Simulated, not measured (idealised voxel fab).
Presented below is a process module, voxel ribs on slabs.
In the cross-section labelled cut, the width is 215 nm and each square cell is 5 nm.
Throughout this document, each cross-section is represented as a grid of square cells and is presented as a sequence of bands enumerated from the top downward, where a band comprises one or more rows of cells. This entry defines a band. It first specifies the height of the band's top and the height of its bottom in nm, and then specifies the band's materials from left to right, stating each material with its width in nm. The word "full width" identifies a single material that fills the band from edge to edge, while the word "blank" identifies empty space. All heights in this document are referenced to 0, defined as the level beneath which the wafer, as received, consists entirely of one material. The lowest band is not bounded below; it extends indefinitely downward and is written in the form "0 -> down". Width "30 to 40": first value at the band's top row of cells, second value at its bottom row, equal change from row to row. Where a step carries "identical to before", the cross-section came out of it unchanged, cell for cell. In "Completely sealed voids" the enclosed voids are listed, meaning empty spaces of 8 cells or larger without any opening to the top. The form is width x height at distance, distance from the left edge, units nm. Post-settings text on a step line: simulator's own remark regarding the step. When a step includes a mask, the "overlay nm" setting on its line states how far to the right of its planned place that mask lay, and negative values state how far to the left.
## Below is the list of planned process steps
| 1 | RECEIVE: material Si |
| 2 | DIRECTIONAL_DEP: material SiO2, thk nm 30 |
| 3 | DIRECTIONAL_DEP: material polySi, thk nm 15 |
| 4 | PATTERN: tone cover, mask id RIB, material resist, width nm 20, thk nm 15, overlay nm 0 |
| 5 | DIRECTIONAL_ETCH: etch materials polySi, depth nm 10 |
| 6 | STRIP: etch materials resist |
| 7 | DIRECTIONAL_DEP: material aC, thk nm 10 |
| 8 | PATTERN: tone cover, mask id SLAB, material resist, width nm 70, thk nm 30, overlay nm 0 |
| 9 | DIRECTIONAL_ETCH: etch materials aC, depth nm 10 |
| 10 | STRIP: etch materials resist |
| 11 | DIRECTIONAL_ETCH: etch materials polySi, depth nm 5 |
| 12 | STRIP: etch materials aC |
| 13 | FILL_DEP: material SiO2, thk nm 20 |
| 14 | CMP: height nm 55 |
| 15 | DIRECTIONAL_DEP: material TiN, thk nm 5 |
| 16 | DIRECTIONAL_DEP: material aC, thk nm 10 |
| 17 | PATTERN: tone cover, mask id HEATER, material resist, width nm 30, thk nm 30, overlay nm 0 |
| 18 | DIRECTIONAL_ETCH: etch materials aC, depth nm 10 |
| 19 | STRIP: etch materials resist |
| 20 | DIRECTIONAL_ETCH: etch materials TiN, depth nm 5 |
| 21 | STRIP: etch materials aC |
| 22 | CONFORMAL_DEP: material SiO2, thk nm 5 |
## Cross-section of the incoming wafer, state after step 1
- 0 -> down = Si full width
- Completely sealed voids: none
## Cross-sectional image of the first of two wafers at the end of the module, the run having proceeded as planned
- 65 -> 60 = 85 nm blank, 40 nm SiO2, 90 nm blank
- 60 -> 55 = 90 nm SiO2, 30 nm TiN, 95 nm SiO2
- 55 -> 45 = SiO2 full width
- 45 -> 35 = 95 nm SiO2, 20 nm polySi, 100 nm SiO2
- 35 -> 30 = 70 nm SiO2, 70 nm polySi, 75 nm SiO2
- 30 -> 0 = SiO2 full width
- 0 -> down = Si full width
- Completely sealed voids: none
## Cross-section, wafer two of two, end of module: same start and plan as wafer one, one error in execution
- 65 -> 60 = 85 nm blank, 40 nm SiO2, 90 nm blank
- 60 -> 55 = 90 nm SiO2, 30 nm TiN, 95 nm SiO2
- 55 -> 45 = 95 to 70 nm SiO2, 20 to 70 nm polySi, 100 to 75 nm SiO2
- 45 -> 30 = polySi full width
- 30 -> 0 = SiO2 full width
- 0 -> down = Si full width
- Completely sealed voids: none
Processing error: step 3 from the plan got run twice
In the final state, the cell counts of the second wafer exceed or fall short of those of the first for the following materials: -125 SiO2, +125 polySi
